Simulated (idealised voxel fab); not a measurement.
Module name: voxel quadruple lines (process module)
The cross-section shown here is cut; it is 220 nm wide and divided into square cells measuring 5 nm on a side.
This document writes a cross-section as a grid whose cells are square, and gives it as bands, listed from the top down; one or more rows of cells form a band.
Within each band entry, the heights of the top and of the bottom of the band appear first, in that order and in nm; the materials of the band then follow from left to right, each with its corresponding width in nm. The designation "everywhere" on a single material indicates that it fills the band from edge to edge; the designation "empty" indicates empty space.
Convention: height 0 is the level below which the wafer, as received, is all one material. The lowest band does not terminate at the bottom but continues downward, represented as "0 down".
The width entry "30..40" should be interpreted row by row: the top row of cells in the band takes the first number, the bottom row takes the second number, and the change between adjacent rows is uniform throughout.
Step note "everything unchanged" = no cross-section cell changed.
Under "Enclosed voids" you'll find the enclosed gaps, the ones with no way out to the top, that are 8 cells or bigger; each reads width x height at distance, with distance counted from the left edge, everything in nm.
Read whatever lies past the settings on a step's line as the simulator's own remark about the step.
On any step carrying a mask, the "overlay nm" setting, if present on the step's line, tells how far right of its planned place the mask lay; negative values point to the left.

[Set out below are the planned steps of the process]
1: RECEIVE with material Si
2: CONFORMAL_DEP with material SiO2, thk nm 5
3: DIRECTIONAL_DEP with material Ru, thk nm 10
4: DIRECTIONAL_DEP with material polySi, thk nm 20
5: DIRECTIONAL_DEP with material aC, thk nm 20
6: PATTERN with tone cover, mask id MANDREL, material resist, width nm 20, pitch nm 60, thk nm 30, overlay nm 0
7: DIRECTIONAL_ETCH with etch materials aC, depth nm 20
8: STRIP with etch materials resist
9: CONFORMAL_DEP with material SiO2, thk nm 10
10: DIRECTIONAL_ETCH with etch materials SiO2, depth nm 10
11: STRIP with etch materials aC
12: DIRECTIONAL_ETCH with etch materials polySi, depth nm 20
13: STRIP with etch materials SiO2
14: CONFORMAL_DEP with material SiCN, thk nm 5
15: DIRECTIONAL_ETCH with etch materials SiCN, depth nm 5
16: STRIP with etch materials polySi
17: DIRECTIONAL_ETCH with etch materials Ru, depth nm 10
18: STRIP with etch materials SiCN
19: FILL_DEP with material lowk, thk nm 10
20: CMP with height nm 15

[The cross-section here shows the wafer as received, i.e. in its state after step 1]
	0 down = Si everywhere
	Enclosed voids: none

[Cross-section: first of two wafers, module finished, run according to plan]
	15 to 5 = lowk=55 / Ru=5 / lowk=10 / Ru=5 / lowk=10 / Ru=5 / lowk=10 / Ru=5 / lowk=10 / Ru=5 / lowk=10 / Ru=5 / lowk=10 / Ru=5 / lowk=10 / Ru=5 / lowk=55
	5 to 0 = SiO2 everywhere
	0 down = Si everywhere
	Enclosed voids: none

[Here is the second of the two wafers cut open at the end of the module - same start, same plan as the first one, but we made one mistake running it]
	15 to 5 = SiO2=55 / Ru=5 / SiO2=10 / Ru=5 / SiO2=10 / Ru=5 / SiO2=10 / Ru=5 / SiO2=10 / Ru=5 / SiO2=10 / Ru=5 / SiO2=10 / Ru=5 / SiO2=10 / Ru=5 / SiO2=55
	5 to 0 = SiO2 everywhere
	0 down = Si everywhere
	Enclosed voids: none
What went wrong in running the wafer? step 19: run off-plan, actual operation and settings FILL_DEP with material SiO2, thk nm 10
Bottom line after processing is that, in cells, the second wafer is up or down on some materials versus the first: SiO2 +72 | lowk -72
